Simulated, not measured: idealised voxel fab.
A process module follows: voxel fin reveal.
Xsec cut, 210 nm wide, square cell size 5 nm.
Cross-section spec: square-cell grid; bands listed top down; each band is one or more rows. In this notation a band is specified by the heights of its top and bottom, in that order and in nm, after which its materials appear from left to right, each paired with its width in nm. The word "everywhere" attached to a single material means that material fills the band from edge to edge; the word "air" stands for empty space. For the purposes of this specification, 0 denotes the height below which the wafer in its as-received condition is composed wholly of one material, and the lowermost band, lacking a lower limit, extends downward without end, as expressed in "0 nm and below". Width spec "30->40" -> top row of cells at first value, bottom row at second value, equal per-row change in between. You'll sometimes find "no alteration" written for a step, and that's the way of saying that nowhere in the cross-section did a cell change during that step. In the "Trapped cavities" entry, you get each enclosed empty space of 8 cells or more, one with no open way to the top, written width x height at distance, distance from the left edge, in nm. Note: text after step settings on the step line = simulator remark on that step. overlay nm: on a step with a mask, how far right of its planned place the mask lay; negative means left.

So here's the lineup of process steps we planned
1. RECEIVE, material Si
2. CONFORMAL_DEP, material SiN, thk nm 10
3. MASKED_ETCH, tone cover, mask id FINS, width nm 15, pitch nm 40, etch materials SiN, depth nm 10, overlay nm 0
4. MASKED_ETCH, tone cover, mask id FINS, width nm 15, pitch nm 40, etch materials Si, depth nm 40, overlay nm 0
5. FILL_DEP, material SiO2, thk nm 10
6. CMP, height nm 10
7. SELECTIVE_ETCH, etch materials SiO2, depth nm 35
8. STRIP, etch materials SiN

First of two wafers, with the run carried out as planned

Cross-section of the wafer upon arrival, representing the state reached after step 1
  0 nm and below | Si everywhere
  Trapped cavities: none

after step 2
  10 nm to 0 nm | SiN everywhere
  Below 0, the layers are the same as they were.

after step 3
  10 nm to 0 nm | 75 air | 15 SiN | 25 air | 15 SiN | 80 air
  Below 0, the layers are the same as they were.

after step 4
  10 nm to 0 nm | 75 air | 15 SiN | 25 air | 15 SiN | 80 air
  0 nm to -40 nm | 75 air | 15 Si | 25 air | 15 Si | 80 air
  Below -40, the layers are the same as they were.

after step 5
  20 nm to 10 nm | SiO2 everywhere
  10 nm to 0 nm | 75 SiO2 | 15 SiN | 25 SiO2 | 15 SiN | 80 SiO2
  0 nm to -40 nm | 75 SiO2 | 15 Si | 25 SiO2 | 15 Si | 80 SiO2
  Below -40, the layers are the same as they were.

after step 6
  10 nm to 0 nm | 75 SiO2 | 15 SiN | 25 SiO2 | 15 SiN | 80 SiO2
  Below 0, the layers are the same as they were.

after step 7
  10 nm to 0 nm | 75 air | 15 SiN | 25 air | 15 SiN | 80 air
  0 nm to -25 nm | 75 air | 15 Si | 25 air | 15 Si | 80 air
  Below -25, the layers are the same as they were.

after step 8
  0 nm to -25 nm | 75 air | 15 Si | 25 air | 15 Si | 80 air
  Below -25, the layers are the same as they were.

It is to be noted that the second wafer proceeded from the same initial state and according to the same plan as the first, although one mistake was committed in its execution; through step 6, inclusive, the two wafers share an identical history

Cross-section, second wafer, at the end time the plan gives for step 7
  10 nm to 0 nm | 75 SiO2 | 15 air | 25 SiO2 | 15 air | 80 SiO2
  Below 0, the layers are the same as they were.

Cross-section, second wafer, at the end time the plan gives for step 8
  0 nm to -25 nm | 75 air | 15 Si | 25 air | 15 Si | 80 air
  -25 nm to -35 nm | 40 SiO2 | 35 air | 15 Si | 25 air | 15 Si | 35 air | 45 SiO2
  Below -35, the layers are the same as they were.
In executing the process, a mistake was made relative to the plan: steps 7 and 8 were swapped
Final tally in cells, some materials are higher or lower on the second wafer than on the first: -38 SiO2
